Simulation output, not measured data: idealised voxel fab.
This is a process module. Its name is voxel self aligned vias.
It is cross-section cut that appears here, measuring 270 nm in width, its square cells being 5 nm in size.
Think of the cross-section as a grid of square cells. We describe it in bands, top to bottom, and each band covers one or more rows of those cells. Basically the band line says how high the top is and how high the bottom is, in nm, and then what's in it from left to right, every material with its width in nm. Empty space shows up as "blank", and if a single material carries "everywhere" it runs the full band edge to edge. Height 0 is the level under which the wafer as received is all one material. The lowest band goes on downwards, as in "z 0 and below". The notation "30->40" denotes a width that varies across the rows of cells in the band, beginning at the first number in the top row, finishing at the second number in the bottom row, and changing by an identical amount from each row to the next. The designation "no change", where it is given for a processing step, indicates that no cell of the cross-section was altered in the course of that step. "Enclosed void catalog" means: voids of 8 cells or more that are shut off from the top with no open way through. Written width x height at distance, distance from the left edge, in nm. The remark found on a step's line after its settings is issued by the simulator itself and pertains to that step. For masked steps, "overlay nm" on the step line gives how far right of plan the mask actually lay; a minus sign means it lay to the left.

### Steps in the process plan
1) op RECEIVE | material Si
2) op CONFORMAL_DEP | material SiO2 | thk nm 15
3) op CONFORMAL_DEP | material SiCN | thk nm 5
4) op DIRECTIONAL_DEP | material SiO2 | thk nm 30
5) op PATTERN | tone open | mask id LINES | material resist | width nm 25 | pitch nm 50 | thk nm 15 | overlay nm 0
6) op DIRECTIONAL_ETCH | etch materials SiO2 | depth nm 30
7) op STRIP | etch materials resist
8) op CONFORMAL_DEP | material TiN | thk nm 5
9) op FILL_DEP | material Ru | thk nm 10
10) op CMP | height nm 50
11) op SELECTIVE_ETCH | etch materials W Ru TiN | depth nm 5
12) op FILL_DEP | material SiN | thk nm 5
13) op CMP | height nm 50
14) op DIRECTIONAL_DEP | material SiO2 | thk nm 20
15) op MASKED_ETCH | tone open | mask id VIAS | width nm 35 | pitch nm 100 | etch materials SiO2 | depth nm 20 | overlay nm 0
16) op MASKED_ETCH | tone open | mask id VIAS | width nm 35 | pitch nm 100 | etch materials SiN | depth nm 5 | overlay nm 0
17) op CONFORMAL_DEP | material TiN | thk nm 5
18) op FILL_DEP | material Cu | thk nm 5
19) op CMP | height nm 70
20) op CONFORMAL_DEP | material SiN | thk nm 5

### Shown in cross-section is the wafer as received, that is, as it stands after step 1
	z 0 and below | Si everywhere
	Enclosed void catalog: none

### End-of-module XS, first of two wafers, run as planned
	z 75 to 70 | SiN everywhere
	z 70 to 55 | SiO2 65 nm  TiN 5 nm  Cu 25 nm  TiN 5 nm  SiO2 65 nm  TiN 5 nm  Cu 25 nm  TiN 5 nm  SiO2 70 nm
	z 55 to 50 | SiO2 65 nm  TiN 10 nm  Cu 15 nm  TiN 10 nm  SiO2 65 nm  TiN 10 nm  Cu 15 nm  TiN 10 nm  SiO2 70 nm
	z 50 to 45 | SiO2 70 nm  TiN 25 nm  SiO2 25 nm  SiN 25 nm  SiO2 25 nm  TiN 25 nm  SiO2 75 nm
	z 45 to 25 | SiO2 70 nm  TiN 5 nm  Ru 15 nm  TiN 5 nm  SiO2 25 nm  TiN 5 nm  Ru 15 nm  TiN 5 nm  SiO2 25 nm  TiN 5 nm  Ru 15 nm  TiN 5 nm  SiO2 75 nm
	z 25 to 20 | SiO2 70 nm  TiN 25 nm  SiO2 25 nm  TiN 25 nm  SiO2 25 nm  TiN 25 nm  SiO2 75 nm
	z 20 to 15 | SiCN everywhere
	z 15 to 0 | SiO2 everywhere
	z 0 and below | Si everywhere
	Enclosed void catalog: none

### End-of-module cross-section of the second wafer: identical starting point and process plan to the first, with one processing mistake
	z 75 to 70 | SiN everywhere
	z 70 to 55 | SiO2 65 nm  TiN 5 nm  Cu 25 nm  TiN 5 nm  SiO2 65 nm  TiN 5 nm  Cu 25 nm  TiN 5 nm  SiO2 70 nm
	z 55 to 50 | SiO2 65 nm  TiN 35 nm  SiO2 65 nm  TiN 35 nm  SiO2 70 nm
	z 50 to 45 | SiN 65 nm  TiN 5 nm  SiO2 25 nm  TiN 5 nm  SiN 20 nm  SiO2 25 nm  SiN 20 nm  TiN 5 nm  SiO2 25 nm  TiN 5 nm  SiN 70 nm
	z 45 to 25 | Ru 65 nm  TiN 5 nm  SiO2 25 nm  TiN 5 nm  Ru 15 nm  TiN 5 nm  SiO2 25 nm  TiN 5 nm  Ru 15 nm  TiN 5 nm  SiO2 25 nm  TiN 5 nm  Ru 70 nm
	z 25 to 20 | TiN 70 nm  SiO2 25 nm  TiN 25 nm  SiO2 25 nm  TiN 25 nm  SiO2 25 nm  TiN 75 nm
	z 20 to 15 | SiCN everywhere
	z 15 to 0 | SiO2 everywhere
	z 0 and below | Si everywhere
	Enclosed void catalog: none
Want to know what went wrong? heads up, step 5 didn't go per plan, it actually ran as op PATTERN | tone cover | mask id LINES | material resist | width nm 25 | pitch nm 50 | thk nm 15 | overlay nm 0
End of process, cell counts, second wafer against first, materials with more or fewer: 6 fewer of Cu; 96 more of Ru; 30 more of SiN; 144 fewer of SiO2; 24 more of TiN
